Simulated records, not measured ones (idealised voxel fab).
Proc. module: voxel released beams
We display cut, a cross-section 250 nm in width whose square cells are each 5 nm.
Heads up, the way a cross-section reads in here is a grid of square cells, handed over as bands from the top down, with every band being one or more rows of cells.
Heads up on the band format: heights come first, top then bottom, in nm. After that it's the materials left to right, each with its width in nm. A single material flagged "all across" fills the whole band edge to edge, and "air" means there's empty space there.
Measure heights from 0. That's the level where, below it, the as-received wafer is all one material. The lowest band is bottomless and extends downward; write it as in "from 0 down".
Top row gets the first number, bottom row gets the second, and each row in between changes by the same step: that is how a band width like "30->40" works.
Where the words "everything unchanged" appear for a step, the cross-section shows no cell changed by that step; every cell remained as before.
Entry "Voids, sealed". Content: empty spaces with no open connection to the top, size 8 cells or greater. Each: width x height at distance. Distance: from left edge. Unit: nm.
It should be noted that, on the line of a given step, the content following the step's settings is a remark produced by the simulator itself with respect to that step.
overlay nm: mask offset rightward from planned place, masked step; negative means leftward offset.

The following list gives the planned process steps
1. RECEIVE [material Si]
2. CONFORMAL_DEP [material Al2O3] [thk nm 10]
3. DIRECTIONAL_DEP [material SiO2] [thk nm 20]
4. DIRECTIONAL_DEP [material aC] [thk nm 15]
5. PATTERN [tone open] [mask id ANCHOR] [material resist] [width nm 30] [thk nm 35] [overlay nm 0]
6. DIRECTIONAL_ETCH [etch materials aC] [depth nm 15]
7. STRIP [etch materials resist]
8. DIRECTIONAL_ETCH [etch materials SiO2] [depth nm 20]
9. STRIP [etch materials aC]
10. CONFORMAL_DEP [material W] [thk nm 10]
11. DIRECTIONAL_DEP [material aC] [thk nm 10]
12. PATTERN [tone cover] [mask id BEAM] [material resist] [width nm 90] [thk nm 25] [overlay nm 0]
13. DIRECTIONAL_ETCH [etch materials aC] [depth nm 10]
14. STRIP [etch materials resist]
15. DIRECTIONAL_ETCH [etch materials W] [depth nm 10]
16. STRIP [etch materials aC]
17. STRIP [etch materials SiO2]

So this is the incoming wafer in cross-section - it's already been through step 1
* from 0 down = Si all across
* Voids, sealed: none

Post-module cross-section: identical start and plan to those above, one misstep in execution
* from 40 to 30 = 70 of air | 20 of W | 10 of air | 60 of W | 90 of air
* from 30 to 20 = 80 of air | 10 of W | 10 of air | 10 of W | 140 of air
* from 20 to 10 = 80 of air | 30 of W | 140 of air
* from 10 to 0 = Al2O3 all across
* from 0 down = Si all across
* Voids, sealed: none
The mistake made against the process plan was this: step 12 changed vs plan, executed as PATTERN [tone cover] [mask id BEAM] [material resist] [width nm 90] [thk nm 25] [overlay nm -5]
